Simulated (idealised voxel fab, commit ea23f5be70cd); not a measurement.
voxel self aligned vias: a process module
cross-section cut | 210 nm wide | cells 5 nm
Square cells in a grid make up a cross-section in this document, and the grid is given as bands, listed from the top down, each one or more rows of cells. Band: top height; bottom height; in nm. Then, left to right: material with width in nm, for each material. "everywhere": a single material spanning edge to edge. "air": empty space. Height 0 is the level under which the wafer as received is all one material. The lowest band goes on downwards, as in "0 -> down". Per-row width for "30 to 40": begins at first number (top row of band), ends at second number (bottom row), increment between rows held constant. When a step is marked "everything unchanged", none of the cells in the cross-section changed during that step. "Completely sealed voids" enumerates empty spaces isolated from the top, with no open way to it, that contain at least 8 cells, giving each as width x height at distance from the left edge, all three in nm. Step line, after settings: the simulator's comment on this step. overlay nm: how far to the right of its planned place the mask lay on this masked step (negative: to the left). Read the rest as pairs. Take the cross-section before one process step, then the cross-section after it, which shows only down to the lowest band that changed. Under the pair, find the step between them and its settings. Bear in mind that pairs may come from different runs of this module on the same starting wafer: link a pair to the pair above it only where its entry headed "Pre-step section" says to.
PRE-STEP SECTION
  0 -> down | Si everywhere
  Completely sealed voids: none
SECTION AFTER PROCESSING
  10 -> 0 | SiO2 everywhere
  Note: structure below 0 unchanged.
  Completely sealed voids: none
Between the cross-sections above, the step performed was CONFORMAL_DEP [material SiO2] [thk nm 10]
Pre-step section: The initial state for this step is given by the after cross-section of the immediately preceding pair.
SECTION AFTER PROCESSING
  15 -> 10 | SiCN everywhere
  Note: structure below 10 unchanged.
  Completely sealed voids: none
Between the cross-sections above, the step performed was CONFORMAL_DEP [material SiCN] [thk nm 5]
Pre-step section: The initial state for this step is given by the after cross-section of the immediately preceding pair.
SECTION AFTER PROCESSING
  45 -> 15 | SiO2 everywhere
  Note: structure below 15 unchanged.
  Completely sealed voids: none
Between the cross-sections above, the step performed was DIRECTIONAL_DEP [material SiO2] [thk nm 30]
Pre-step section: The initial state for this step is given by the after cross-section of the immediately preceding pair.
SECTION AFTER PROCESSING
  55 -> 45 | aC everywhere
  Note: structure below 45 unchanged.
  Completely sealed voids: none
Between the cross-sections above, the step performed was DIRECTIONAL_DEP [material aC] [thk nm 10]
Pre-step section: The initial state for this step is given by the after cross-section of the immediately preceding pair.
SECTION AFTER PROCESSING
  80 -> 55 | 65 of resist, then 25 of air, then 30 of resist, then 25 of air, then 65 of resist
  Note: structure below 55 unchanged.
  Completely sealed voids: none
Between the cross-sections above, the step performed was PATTERN [tone open] [mask id LINES] [material resist] [width nm 25] [pitch nm 55] [thk nm 25] [overlay nm 0]
Pre-step section: The initial state for this step is given by the after cross-section of the immediately preceding pair.
SECTION AFTER PROCESSING
  70 -> 55 | 65 of resist, then 25 of air, then 30 of resist, then 25 of air, then 65 of resist
  55 -> 45 | 65 of aC, then 25 of air, then 30 of aC, then 25 of air, then 65 of aC
  Note: structure below 45 unchanged.
  Completely sealed voids: none
Between the cross-sections above, the step performed was DIRECTIONAL_ETCH [etch materials aC] [depth nm 10]
Pre-step section: The initial state for this step is given by the after cross-section of the immediately preceding pair.
SECTION AFTER PROCESSING
  55 -> 45 | 65 of aC, then 25 of air, then 30 of aC, then 25 of air, then 65 of aC
  Note: structure below 45 unchanged.
  Completely sealed voids: none
Between the cross-sections above, the step performed was STRIP [etch materials resist]
Pre-step section: The initial state for this step is given by the after cross-section of the immediately preceding pair.
SECTION AFTER PROCESSING
  55 -> 45 | 65 of aC, then 25 of air, then 30 of aC, then 25 of air, then 65 of aC
  45 -> 15 | 65 of SiO2, then 25 of air, then 30 of SiO2, then 25 of air, then 65 of SiO2
  Note: structure below 15 unchanged.
  Completely sealed voids: none
Between the cross-sections above, the step performed was DIRECTIONAL_ETCH [etch materials SiO2] [depth nm 30]
Pre-step section: The initial state for this step is given by the after cross-section of the immediately preceding pair.
SECTION AFTER PROCESSING
  45 -> 15 | 65 of SiO2, then 25 of air, then 30 of SiO2, then 25 of air, then 65 of SiO2
  Note: structure below 15 unchanged.
  Completely sealed voids: none
Between the cross-sections above, the step performed was STRIP [etch materials aC]
Pre-step section: The initial state for this step is given by the after cross-section of the immediately preceding pair.
SECTION AFTER PROCESSING
  50 -> 45 | 70 of TiN, then 15 of air, then 40 of TiN, then 15 of air, then 70 of TiN
  45 -> 20 | 65 of SiO2, then 5 of TiN, then 15 of air, then 5 of TiN, then 30 of SiO2, then 5 of TiN, then 15 of air, then 5 of TiN, then 65 of SiO2
  20 -> 15 | 65 of SiO2, then 25 of TiN, then 30 of SiO2, then 25 of TiN, then 65 of SiO2
  Note: structure below 15 unchanged.
  Completely sealed voids: none
Between the cross-sections above, the step performed was CONFORMAL_DEP [material TiN] [thk nm 5]
Pre-step section: The initial state for this step is given by the after cross-section of the immediately preceding pair.
SECTION AFTER PROCESSING
  55 -> 50 | Ru everywhere
  50 -> 45 | 70 of TiN, then 15 of Ru, then 40 of TiN, then 15 of Ru, then 70 of TiN
  45 -> 20 | 65 of SiO2, then 5 of TiN, then 15 of Ru, then 5 of TiN, then 30 of SiO2, then 5 of TiN, then 15 of Ru, then 5 of TiN, then 65 of SiO2
  Note: structure below 20 unchanged.
  Completely sealed voids: none
Between the cross-sections above, the step performed was FILL_DEP [material Ru] [thk nm 5]
Pre-step section: The initial state for this step is given by the after cross-section of the immediately preceding pair.
SECTION AFTER PROCESSING
  45 -> 20 | 65 of SiO2, then 5 of TiN, then 15 of Ru, then 5 of TiN, then 30 of SiO2, then 5 of TiN, then 15 of Ru, then 5 of TiN, then 65 of SiO2
  Note: structure below 20 unchanged.
  Completely sealed voids: none
Between the cross-sections above, the step performed was CMP [height nm 45]
Pre-step section: The initial state for this step is given by the after cross-section of the immediately preceding pair.
SECTION AFTER PROCESSING
  45 -> 35 | 65 of SiO2, then 25 of air, then 30 of SiO2, then 25 of air, then 65 of SiO2
  Note: structure below 35 unchanged.
  Completely sealed voids: none
Between the cross-sections above, the step performed was SELECTIVE_ETCH [etch materials W Ru TiN] [depth nm 10]
Pre-step section: The initial state for this step is given by the after cross-section of the immediately preceding pair.
SECTION AFTER PROCESSING
  50 -> 45 | SiN everywhere
  45 -> 35 | 65 of SiO2, then 25 of SiN, then 30 of SiO2, then 25 of SiN, then 65 of SiO2
  Note: structure below 35 unchanged.
  Completely sealed voids: none
Between the cross-sections above, the step performed was FILL_DEP [material SiN] [thk nm 5]
Pre-step section: The initial state for this step is given by the after cross-section of the immediately preceding pair.
SECTION AFTER PROCESSING
  45 -> 35 | 65 of SiO2, then 25 of SiN, then 30 of SiO2, then 25 of SiN, then 65 of SiO2
  Note: structure below 35 unchanged.
  Completely sealed voids: none
Between the cross-sections above, the step performed was CMP [height nm 45]
Pre-step section: The initial state for this step is given by the after cross-section of the immediately preceding pair.
SECTION AFTER PROCESSING
  60 -> 45 | SiO2 everywhere
  Note: structure below 45 unchanged.
  Completely sealed voids: none
Between the cross-sections above, the step performed was DIRECTIONAL_DEP [material SiO2] [thk nm 15]
Pre-step section: The initial state for this step is given by the after cross-section of the immediately preceding pair.
SECTION AFTER PROCESSING
  75 -> 60 | 60 of resist, then 35 of air, then 115 of resist
  Note: structure below 60 unchanged.
  Completely sealed voids: none
Between the cross-sections above, the step performed was PATTERN [tone open] [mask id VIAS] [material resist] [width nm 35] [thk nm 15] [overlay nm 0]
Pre-step section: The initial state for this step is given by the after cross-section of the immediately preceding pair.
SECTION AFTER PROCESSING
  75 -> 60 | 60 of resist, then 35 of air, then 115 of resist
  60 -> 45 | 60 of SiO2, then 35 of air, then 115 of SiO2
  Note: structure below 45 unchanged.
  Completely sealed voids: none
Between the cross-sections above, the step performed was DIRECTIONAL_ETCH [etch materials SiO2] [depth nm 15]
Pre-step section: The initial state for this step is given by the after cross-section of the immediately preceding pair.
SECTION AFTER PROCESSING
  75 -> 60 | 60 of resist, then 35 of air, then 115 of resist
  60 -> 45 | 60 of SiO2, then 35 of air, then 115 of SiO2
  45 -> 35 | 65 of SiO2, then 25 of air, then 30 of SiO2, then 25 of SiN, then 65 of SiO2
  Note: structure below 35 unchanged.
  Completely sealed voids: none
Between the cross-sections above, the step performed was DIRECTIONAL_ETCH [etch materials SiN] [depth nm 10]
Pre-step section: The initial state for this step is given by the after cross-section of the immediately preceding pair.
SECTION AFTER PROCESSING
  60 -> 45 | 60 of SiO2, then 35 of air, then 115 of SiO2
  Note: structure below 45 unchanged.
  Completely sealed voids: none
Between the cross-sections above, the step performed was STRIP [etch materials resist]
Pre-step section: The initial state for this step is given by the after cross-section of the immediately preceding pair.
SECTION AFTER PROCESSING
  65 -> 60 | 65 of TiN, then 25 of air, then 120 of TiN
  60 -> 50 | 60 of SiO2, then 5 of TiN, then 25 of air, then 5 of TiN, then 115 of SiO2
  50 -> 45 | 60 of SiO2, then 10 of TiN, then 15 of air, then 10 of TiN, then 115 of SiO2
  45 -> 40 | 65 of SiO2, then 5 of TiN, then 15 of air, then 5 of TiN, then 30 of SiO2, then 25 of SiN, then 65 of SiO2
  40 -> 35 | 65 of SiO2, then 25 of TiN, then 30 of SiO2, then 25 of SiN, then 65 of SiO2
  Note: structure below 35 unchanged.
  Completely sealed voids: none
Between the cross-sections above, the step performed was CONFORMAL_DEP [material TiN] [thk nm 5]
Pre-step section: The initial state for this step is given by the after cross-section of the immediately preceding pair.
SECTION AFTER PROCESSING
  75 -> 65 | W everywhere
  65 -> 60 | 65 of TiN, then 25 of W, then 120 of TiN
  60 -> 50 | 60 of SiO2, then 5 of TiN, then 25 of W, then 5 of TiN, then 115 of SiO2
  50 -> 45 | 60 of SiO2, then 10 of TiN, then 15 of W, then 10 of TiN, then 115 of SiO2
  45 -> 40 | 65 of SiO2, then 5 of TiN, then 15 of W, then 5 of TiN, then 30 of SiO2, then 25 of SiN, then 65 of SiO2
  Note: structure below 40 unchanged.
  Completely sealed voids: none
Between the cross-sections above, the step performed was FILL_DEP [material W] [thk nm 10]
Pre-step section: The initial state for this step is given by the after cross-section of the immediately preceding pair.
SECTION AFTER PROCESSING
  60 -> 50 | 60 of SiO2, then 5 of TiN, then 25 of W, then 5 of TiN, then 115 of SiO2
  Note: structure below 50 unchanged.
  Completely sealed voids: none
Between the cross-sections above, the step performed was CMP [height nm 60]
Pre-step section: The initial state for this step is given by the after cross-section of the immediately preceding pair.
SECTION AFTER PROCESSING
  65 -> 60 | SiN everywhere
  Note: structure below 60 unchanged.
  Completely sealed voids: none
Between the cross-sections above, the step performed was CONFORMAL_DEP [material SiN] [thk nm 5]
PRE-STEP SECTION
  75 -> 65 | W everywhere
  65 -> 60 | 65 of TiN, then 25 of W, then 120 of TiN
  60 -> 50 | 60 of SiO2, then 5 of TiN, then 25 of W, then 5 of TiN, then 115 of SiO2
  50 -> 45 | 60 of SiO2, then 10 of TiN, then 15 of W, then 10 of TiN, then 115 of SiO2
  45 -> 40 | 65 of SiO2, then 5 of TiN, then 15 of W, then 5 of TiN, then 30 of SiO2, then 25 of SiN, then 65 of SiO2
  40 -> 35 | 65 of SiO2, then 25 of TiN, then 30 of SiO2, then 25 of SiN, then 65 of SiO2
  35 -> 20 | 65 of SiO2, then 5 of TiN, then 15 of Ru, then 5 of TiN, then 30 of SiO2, then 5 of TiN, then 15 of Ru, then 5 of TiN, then 65 of SiO2
  20 -> 15 | 65 of SiO2, then 25 of TiN, then 30 of SiO2, then 25 of TiN, then 65 of SiO2
  15 -> 10 | SiCN everywhere
  10 -> 0 | SiO2 everywhere
  0 -> down | Si everywhere
  Completely sealed voids: none
SECTION AFTER PROCESSING
  80 -> 75 | SiN everywhere
  Note: structure below 75 unchanged.
  Completely sealed voids: none
Between the cross-sections above, the step performed was CONFORMAL_DEP [material SiN] [thk nm 5]
PRE-STEP SECTION
  75 -> 60 | 60 of resist, then 35 of air, then 115 of resist
  60 -> 45 | 60 of SiO2, then 35 of air, then 115 of SiO2
  45 -> 35 | 65 of SiO2, then 25 of SiN, then 30 of SiO2, then 25 of SiN, then 65 of SiO2
  35 -> 20 | 65 of SiO2, then 5 of TiN, then 15 of Ru, then 5 of TiN, then 30 of SiO2, then 5 of TiN, then 15 of Ru, then 5 of TiN, then 65 of SiO2
  20 -> 15 | 65 of SiO2, then 25 of TiN, then 30 of SiO2, then 25 of TiN, then 65 of SiO2
  15 -> 10 | SiCN everywhere
  10 -> 0 | SiO2 everywhere
  0 -> down | Si everywhere
  Completely sealed voids: none
SECTION AFTER PROCESSING
  75 -> 60 | 60 of resist, then 35 of air, then 115 of resist
  60 -> 45 | 60 of SiO2, then 35 of air, then 115 of SiO2
  45 -> 35 | 60 of SiO2, then 5 of air, then 25 of SiN, then 5 of air, then 25 of SiO2, then 25 of SiN, then 65 of SiO2
  35 -> 30 | 60 of SiO2, then 5 of air, then 5 of TiN, then 15 of Ru, then 5 of TiN, then 5 of air, then 25 of SiO2, then 5 of TiN, then 15 of Ru, then 5 of TiN, then 65 of SiO2
  Note: structure below 30 unchanged.
  Completely sealed voids: none
Between the cross-sections above, the step performed was DIRECTIONAL_ETCH [etch materials SiO2] [depth nm 15]
Pre-step section: The initial state for this step is given by the after cross-section of the immediately preceding pair.
SECTION AFTER PROCESSING
  75 -> 60 | 60 of resist, then 35 of air, then 115 of resist
  60 -> 45 | 60 of SiO2, then 35 of air, then 115 of SiO2
  45 -> 35 | 60 of SiO2, then 35 of air, then 25 of SiO2, then 25 of SiN, then 65 of SiO2
  Note: structure below 35 unchanged.
  Completely sealed voids: none
Between the cross-sections above, the step performed was DIRECTIONAL_ETCH [etch materials SiN] [depth nm 10]
Pre-step section: The initial state for this step is given by the after cross-section of the immediately preceding pair.
SECTION AFTER PROCESSING
  60 -> 45 | 60 of SiO2, then 35 of air, then 115 of SiO2
  Note: structure below 45 unchanged.
  Completely sealed voids: none
Between the cross-sections above, the step performed was STRIP [etch materials resist]
Pre-step section: The initial state for this step is given by the after cross-section of the immediately preceding pair.
SECTION AFTER PROCESSING
  65 -> 60 | 65 of TiN, then 25 of air, then 120 of TiN
  60 -> 45 | 60 of SiO2, then 5 of TiN, then 25 of air, then 5 of TiN, then 115 of SiO2
  45 -> 40 | 60 of SiO2, then 5 of TiN, then 25 of air, then 5 of TiN, then 25 of SiO2, then 25 of SiN, then 65 of SiO2
  40 -> 35 | 60 of SiO2, then 35 of TiN, then 25 of SiO2, then 25 of SiN, then 65 of SiO2
  35 -> 30 | 60 of SiO2, then 10 of TiN, then 15 of Ru, then 10 of TiN, then 25 of SiO2, then 5 of TiN, then 15 of Ru, then 5 of TiN, then 65 of SiO2
  Note: structure below 30 unchanged.
  Completely sealed voids: none
Between the cross-sections above, the step performed was CONFORMAL_DEP [material TiN] [thk nm 5]
Pre-step section: The initial state for this step is given by the after cross-section of the immediately preceding pair.
SECTION AFTER PROCESSING
  75 -> 65 | W everywhere
  65 -> 60 | 65 of TiN, then 25 of W, then 120 of TiN
  60 -> 45 | 60 of SiO2, then 5 of TiN, then 25 of W, then 5 of TiN, then 115 of SiO2
  45 -> 40 | 60 of SiO2, then 5 of TiN, then 25 of W, then 5 of TiN, then 25 of SiO2, then 25 of SiN, then 65 of SiO2
  Note: structure below 40 unchanged.
  Completely sealed voids: none
Between the cross-sections above, the step performed was FILL_DEP [material W] [thk nm 10]
Pre-step section: The initial state for this step is given by the after cross-section of the immediately preceding pair.
SECTION AFTER PROCESSING
  60 -> 45 | 60 of SiO2, then 5 of TiN, then 25 of W, then 5 of TiN, then 115 of SiO2
  Note: structure below 45 unchanged.
  Completely sealed voids: none
Between the cross-sections above, the step performed was CMP [height nm 60]
Pre-step section: The initial state for this step is given by the after cross-section of the immediately preceding pair.
SECTION AFTER PROCESSING
  65 -> 60 | SiN everywhere
  Note: structure below 60 unchanged.
  Completely sealed voids: none
Between the cross-sections above, the step performed was CONFORMAL_DEP [material SiN] [thk nm 5]
PRE-STEP SECTION
  0 -> down | Si everywhere
  Completely sealed voids: none
SECTION AFTER PROCESSING
  5 -> 0 | SiCN everywhere
  Note: structure below 0 unchanged.
  Completely sealed voids: none
Between the cross-sections above, the step performed was CONFORMAL_DEP [material SiCN] [thk nm 5]
Pre-step section: The initial state for this step is given by the after cross-section of the immediately preceding pair.
SECTION AFTER PROCESSING
  15 -> 5 | SiO2 everywhere
  Note: structure below 5 unchanged.
  Completely sealed voids: none
Between the cross-sections above, the step performed was CONFORMAL_DEP [material SiO2] [thk nm 10]
Pre-step section: The initial state for this step is given by the after cross-section of the immediately preceding pair.
SECTION AFTER PROCESSING
  45 -> 5 | SiO2 everywhere
  Note: structure below 5 unchanged.
  Completely sealed voids: none
Between the cross-sections above, the step performed was DIRECTIONAL_DEP [material SiO2] [thk nm 30]
Pre-step section: The initial state for this step is given by the after cross-section of the immediately preceding pair.
SECTION AFTER PROCESSING
  55 -> 45 | aC everywhere
  Note: structure below 45 unchanged.
  Completely sealed voids: none
Between the cross-sections above, the step performed was DIRECTIONAL_DEP [material aC] [thk nm 10]
Pre-step section: The initial state for this step is given by the after cross-section of the immediately preceding pair.
SECTION AFTER PROCESSING
  80 -> 55 | 65 of resist, then 25 of air, then 30 of resist, then 25 of air, then 65 of resist
  Note: structure below 55 unchanged.
  Completely sealed voids: none
Between the cross-sections above, the step performed was PATTERN [tone open] [mask id LINES] [material resist] [width nm 25] [pitch nm 55] [thk nm 25] [overlay nm 0]
Pre-step section: The initial state for this step is given by the after cross-section of the immediately preceding pair.
SECTION AFTER PROCESSING
  70 -> 55 | 65 of resist, then 25 of air, then 30 of resist, then 25 of air, then 65 of resist
  55 -> 45 | 65 of aC, then 25 of air, then 30 of aC, then 25 of air, then 65 of aC
  Note: structure below 45 unchanged.
  Completely sealed voids: none
Between the cross-sections above, the step performed was DIRECTIONAL_ETCH [etch materials aC] [depth nm 10]
Pre-step section: The initial state for this step is given by the after cross-section of the immediately preceding pair.
SECTION AFTER PROCESSING
  55 -> 45 | 65 of aC, then 25 of air, then 30 of aC, then 25 of air, then 65 of aC
  Note: structure below 45 unchanged.
  Completely sealed voids: none
Between the cross-sections above, the step performed was STRIP [etch materials resist]
Pre-step section: The initial state for this step is given by the after cross-section of the immediately preceding pair.
SECTION AFTER PROCESSING
  55 -> 45 | 65 of aC, then 25 of air, then 30 of aC, then 25 of air, then 65 of aC
  45 -> 15 | 65 of SiO2, then 25 of air, then 30 of SiO2, then 25 of air, then 65 of SiO2
  Note: structure below 15 unchanged.
  Completely sealed voids: none
Between the cross-sections above, the step performed was DIRECTIONAL_ETCH [etch materials SiO2] [depth nm 30]
Pre-step section: The initial state for this step is given by the after cross-section of the immediately preceding pair.
SECTION AFTER PROCESSING
  45 -> 15 | 65 of SiO2, then 25 of air, then 30 of SiO2, then 25 of air, then 65 of SiO2
  Note: structure below 15 unchanged.
  Completely sealed voids: none
Between the cross-sections above, the step performed was STRIP [etch materials aC]
Pre-step section: The initial state for this step is given by the after cross-section of the immediately preceding pair.
SECTION AFTER PROCESSING
  50 -> 45 | 70 of TiN, then 15 of air, then 40 of TiN, then 15 of air, then 70 of TiN
  45 -> 20 | 65 of SiO2, then 5 of TiN, then 15 of air, then 5 of TiN, then 30 of SiO2, then 5 of TiN, then 15 of air, then 5 of TiN, then 65 of SiO2
  20 -> 15 | 65 of SiO2, then 25 of TiN, then 30 of SiO2, then 25 of TiN, then 65 of SiO2
  Note: structure below 15 unchanged.
  Completely sealed voids: none
Between the cross-sections above, the step performed was CONFORMAL_DEP [material TiN] [thk nm 5]
Pre-step section: The initial state for this step is given by the after cross-section of the immediately preceding pair.
SECTION AFTER PROCESSING
  55 -> 50 | Ru everywhere
  50 -> 45 | 70 of TiN, then 15 of Ru, then 40 of TiN, then 15 of Ru, then 70 of TiN
  45 -> 20 | 65 of SiO2, then 5 of TiN, then 15 of Ru, then 5 of TiN, then 30 of SiO2, then 5 of TiN, then 15 of Ru, then 5 of TiN, then 65 of SiO2
  Note: structure below 20 unchanged.
  Completely sealed voids: none
Between the cross-sections above, the step performed was FILL_DEP [material Ru] [thk nm 5]
Pre-step section: The initial state for this step is given by the after cross-section of the immediately preceding pair.
SECTION AFTER PROCESSING
  45 -> 20 | 65 of SiO2, then 5 of TiN, then 15 of Ru, then 5 of TiN, then 30 of SiO2, then 5 of TiN, then 15 of Ru, then 5 of TiN, then 65 of SiO2
  Note: structure below 20 unchanged.
  Completely sealed voids: none
Between the cross-sections above, the step performed was CMP [height nm 45]
Pre-step section: The initial state for this step is given by the after cross-section of the immediately preceding pair.
SECTION AFTER PROCESSING
  45 -> 35 | 65 of SiO2, then 25 of air, then 30 of SiO2, then 25 of air, then 65 of SiO2
  Note: structure below 35 unchanged.
  Completely sealed voids: none
Between the cross-sections above, the step performed was SELECTIVE_ETCH [etch materials W Ru TiN] [depth nm 10]
Pre-step section: The initial state for this step is given by the after cross-section of the immediately preceding pair.
SECTION AFTER PROCESSING
  50 -> 45 | SiN everywhere
  45 -> 35 | 65 of SiO2, then 25 of SiN, then 30 of SiO2, then 25 of SiN, then 65 of SiO2
  Note: structure below 35 unchanged.
  Completely sealed voids: none
Between the cross-sections above, the step performed was FILL_DEP [material SiN] [thk nm 5]
Pre-step section: The initial state for this step is given by the after cross-section of the immediately preceding pair.
SECTION AFTER PROCESSING
  45 -> 35 | 65 of SiO2, then 25 of SiN, then 30 of SiO2, then 25 of SiN, then 65 of SiO2
  Note: structure below 35 unchanged.
  Completely sealed voids: none
Between the cross-sections above, the step performed was CMP [height nm 45]
Pre-step section: The initial state for this step is given by the after cross-section of the immediately preceding pair.
SECTION AFTER PROCESSING
  60 -> 45 | SiO2 everywhere
  Note: structure below 45 unchanged.
  Completely sealed voids: none
Between the cross-sections above, the step performed was DIRECTIONAL_DEP [material SiO2] [thk nm 15]
Pre-step section: The initial state for this step is given by the after cross-section of the immediately preceding pair.
SECTION AFTER PROCESSING
  75 -> 60 | 60 of resist, then 35 of air, then 115 of resist
  Note: structure below 60 unchanged.
  Completely sealed voids: none
Between the cross-sections above, the step performed was PATTERN [tone open] [mask id VIAS] [material resist] [width nm 35] [thk nm 15] [overlay nm 0]
Pre-step section: The initial state for this step is given by the after cross-section of the immediately preceding pair.
SECTION AFTER PROCESSING
  75 -> 60 | 60 of resist, then 35 of air, then 115 of resist
  60 -> 45 | 60 of SiO2, then 35 of air, then 115 of SiO2
  Note: structure below 45 unchanged.
  Completely sealed voids: none
Between the cross-sections above, the step performed was DIRECTIONAL_ETCH [etch materials SiO2] [depth nm 15]
Pre-step section: The initial state for this step is given by the after cross-section of the immediately preceding pair.
SECTION AFTER PROCESSING
  75 -> 60 | 60 of resist, then 35 of air, then 115 of resist
  60 -> 45 | 60 of SiO2, then 35 of air, then 115 of SiO2
  45 -> 35 | 65 of SiO2, then 25 of air, then 30 of SiO2, then 25 of SiN, then 65 of SiO2
  Note: structure below 35 unchanged.
  Completely sealed voids: none
Between the cross-sections above, the step performed was DIRECTIONAL_ETCH [etch materials SiN] [depth nm 10]
Pre-step section: The initial state for this step is given by the after cross-section of the immediately preceding pair.
SECTION AFTER PROCESSING
  60 -> 45 | 60 of SiO2, then 35 of air, then 115 of SiO2
  Note: structure below 45 unchanged.
  Completely sealed voids: none
Between the cross-sections above, the step performed was STRIP [etch materials resist]
Pre-step section: The initial state for this step is given by the after cross-section of the immediately preceding pair.
SECTION AFTER PROCESSING
  65 -> 60 | 65 of TiN, then 25 of air, then 120 of TiN
  60 -> 50 | 60 of SiO2, then 5 of TiN, then 25 of air, then 5 of TiN, then 115 of SiO2
  50 -> 45 | 60 of SiO2, then 10 of TiN, then 15 of air, then 10 of TiN, then 115 of SiO2
  45 -> 40 | 65 of SiO2, then 5 of TiN, then 15 of air, then 5 of TiN, then 30 of SiO2, then 25 of SiN, then 65 of SiO2
  40 -> 35 | 65 of SiO2, then 25 of TiN, then 30 of SiO2, then 25 of SiN, then 65 of SiO2
  Note: structure below 35 unchanged.
  Completely sealed voids: none
Between the cross-sections above, the step performed was CONFORMAL_DEP [material TiN] [thk nm 5]
Pre-step section: The initial state for this step is given by the after cross-section of the immediately preceding pair.
SECTION AFTER PROCESSING
  75 -> 65 | W everywhere
  65 -> 60 | 65 of TiN, then 25 of W, then 120 of TiN
  60 -> 50 | 60 of SiO2, then 5 of TiN, then 25 of W, then 5 of TiN, then 115 of SiO2
  50 -> 45 | 60 of SiO2, then 10 of TiN, then 15 of W, then 10 of TiN, then 115 of SiO2
  45 -> 40 | 65 of SiO2, then 5 of TiN, then 15 of W, then 5 of TiN, then 30 of SiO2, then 25 of SiN, then 65 of SiO2
  Note: structure below 40 unchanged.
  Completely sealed voids: none
Between the cross-sections above, the step performed was FILL_DEP [material W] [thk nm 10]
Pre-step section: The initial state for this step is given by the after cross-section of the immediately preceding pair.
SECTION AFTER PROCESSING
  60 -> 50 | 60 of SiO2, then 5 of TiN, then 25 of W, then 5 of TiN, then 115 of SiO2
  Note: structure below 50 unchanged.
  Completely sealed voids: none
Between the cross-sections above, the step performed was CMP [height nm 60]
Pre-step section: The initial state for this step is given by the after cross-section of the immediately preceding pair.
SECTION AFTER PROCESSING
  65 -> 60 | SiN everywhere
  Note: structure below 60 unchanged.
  Completely sealed voids: none
Between the cross-sections above, the step performed was CONFORMAL_DEP [material SiN] [thk nm 5]
PRE-STEP SECTION
  75 -> 65 | W everywhere
  65 -> 60 | 65 of TiN, then 25 of W, then 120 of TiN
  60 -> 50 | 60 of SiO2, then 5 of TiN, then 25 of W, then 5 of TiN, then 115 of SiO2
  50 -> 45 | 60 of SiO2, then 10 of TiN, then 15 of W, then 10 of TiN, then 115 of SiO2
  45 -> 40 | 65 of SiO2, then 5 of TiN, then 15 of W, then 5 of TiN, then 30 of SiO2, then 25 of SiN, then 65 of SiO2
  40 -> 35 | 65 of SiO2, then 25 of TiN, then 30 of SiO2, then 25 of SiN, then 65 of SiO2
  35 -> 20 | 65 of SiO2, then 5 of TiN, then 15 of Ru, then 5 of TiN, then 30 of SiO2, then 5 of TiN, then 15 of Ru, then 5 of TiN, then 65 of SiO2
  20 -> 15 | 65 of SiO2, then 25 of TiN, then 30 of SiO2, then 25 of TiN, then 65 of SiO2
  15 -> 10 | SiCN everywhere
  10 -> 0 | SiO2 everywhere
  0 -> down | Si everywhere
  Completely sealed voids: none
SECTION AFTER PROCESSING
  50 -> 45 | 60 of SiO2, then 10 of TiN, then 15 of W, then 10 of TiN, then 115 of SiO2
  Note: structure below 45 unchanged.
  Completely sealed voids: none
Between the cross-sections above, the step performed was CMP [height nm 50]
Pre-step section: The initial state for this step is given by the after cross-section of the immediately preceding pair.
SECTION AFTER PROCESSING
  55 -> 50 | SiN everywhere
  Note: structure below 50 unchanged.
  Completely sealed voids: none
Between the cross-sections above, the step performed was CONFORMAL_DEP [material SiN] [thk nm 5]
PRE-STEP SECTION
  60 -> 45 | SiO2 everywhere
  45 -> 35 | 65 of SiO2, then 25 of SiN, then 30 of SiO2, then 25 of SiN, then 65 of SiO2
  35 -> 20 | 65 of SiO2, then 5 of TiN, then 15 of Ru, then 5 of TiN, then 30 of SiO2, then 5 of TiN, then 15 of Ru, then 5 of TiN, then 65 of SiO2
  20 -> 15 | 65 of SiO2, then 25 of TiN, then 30 of SiO2, then 25 of TiN, then 65 of SiO2
  15 -> 10 | SiCN everywhere
  10 -> 0 | SiO2 everywhere
  0 -> down | Si everywhere
  Completely sealed voids: none
SECTION AFTER PROCESSING
  75 -> 60 | 55 of resist, then 45 of air, then 110 of resist
  Note: structure below 60 unchanged.
  Completely sealed voids: none
Between the cross-sections above, the step performed was PATTERN [tone open] [mask id VIAS] [material resist] [width nm 45] [thk nm 15] [overlay nm 0]
Pre-step section: The initial state for this step is given by the after cross-section of the immediately preceding pair.
SECTION AFTER PROCESSING
  75 -> 60 | 55 of resist, then 45 of air, then 110 of resist
  60 -> 45 | 55 of SiO2, then 45 of air, then 110 of SiO2
  Note: structure below 45 unchanged.
  Completely sealed voids: none
Between the cross-sections above, the step performed was DIRECTIONAL_ETCH [etch materials SiO2] [depth nm 15]
Pre-step section: The initial state for this step is given by the after cross-section of the immediately preceding pair.
SECTION AFTER PROCESSING
  75 -> 60 | 55 of resist, then 45 of air, then 110 of resist
  60 -> 45 | 55 of SiO2, then 45 of air, then 110 of SiO2
  45 -> 35 | 65 of SiO2, then 25 of air, then 30 of SiO2, then 25 of SiN, then 65 of SiO2
  Note: structure below 35 unchanged.
  Completely sealed voids: none
Between the cross-sections above, the step performed was DIRECTIONAL_ETCH [etch materials SiN] [depth nm 10]
Pre-step section: The initial state for this step is given by the after cross-section of the immediately preceding pair.
SECTION AFTER PROCESSING
  60 -> 45 | 55 of SiO2, then 45 of air, then 110 of SiO2
  Note: structure below 45 unchanged.
  Completely sealed voids: none
Between the cross-sections above, the step performed was STRIP [etch materials resist]
Pre-step section: The initial state for this step is given by the after cross-section of the immediately preceding pair.
SECTION AFTER PROCESSING
  65 -> 60 | 60 of TiN, then 35 of air, then 115 of TiN
  60 -> 50 | 55 of SiO2, then 5 of TiN, then 35 of air, then 5 of TiN, then 110 of SiO2
  50 -> 45 | 55 of SiO2, then 15 of TiN, then 15 of air, then 15 of TiN, then 110 of SiO2
  45 -> 40 | 65 of SiO2, then 5 of TiN, then 15 of air, then 5 of TiN, then 30 of SiO2, then 25 of SiN, then 65 of SiO2
  40 -> 35 | 65 of SiO2, then 25 of TiN, then 30 of SiO2, then 25 of SiN, then 65 of SiO2
  Note: structure below 35 unchanged.
  Completely sealed voids: none
Between the cross-sections above, the step performed was CONFORMAL_DEP [material TiN] [thk nm 5]
Pre-step section: The initial state for this step is given by the after cross-section of the immediately preceding pair.
SECTION AFTER PROCESSING
  75 -> 65 | W everywhere
  65 -> 60 | 60 of TiN, then 35 of W, then 115 of TiN
  60 -> 50 | 55 of SiO2, then 5 of TiN, then 35 of W, then 5 of TiN, then 110 of SiO2
  50 -> 45 | 55 of SiO2, then 15 of TiN, then 15 of W, then 15 of TiN, then 110 of SiO2
  45 -> 40 | 65 of SiO2, then 5 of TiN, then 15 of W, then 5 of TiN, then 30 of SiO2, then 25 of SiN, then 65 of SiO2
  Note: structure below 40 unchanged.
  Completely sealed voids: none
Between the cross-sections above, the step performed was FILL_DEP [material W] [thk nm 10]
Pre-step section: The initial state for this step is given by the after cross-section of the immediately preceding pair.
SECTION AFTER PROCESSING
  60 -> 50 | 55 of SiO2, then 5 of TiN, then 35 of W, then 5 of TiN, then 110 of SiO2
  Note: structure below 50 unchanged.
  Completely sealed voids: none
Between the cross-sections above, the step performed was CMP [height nm 60]
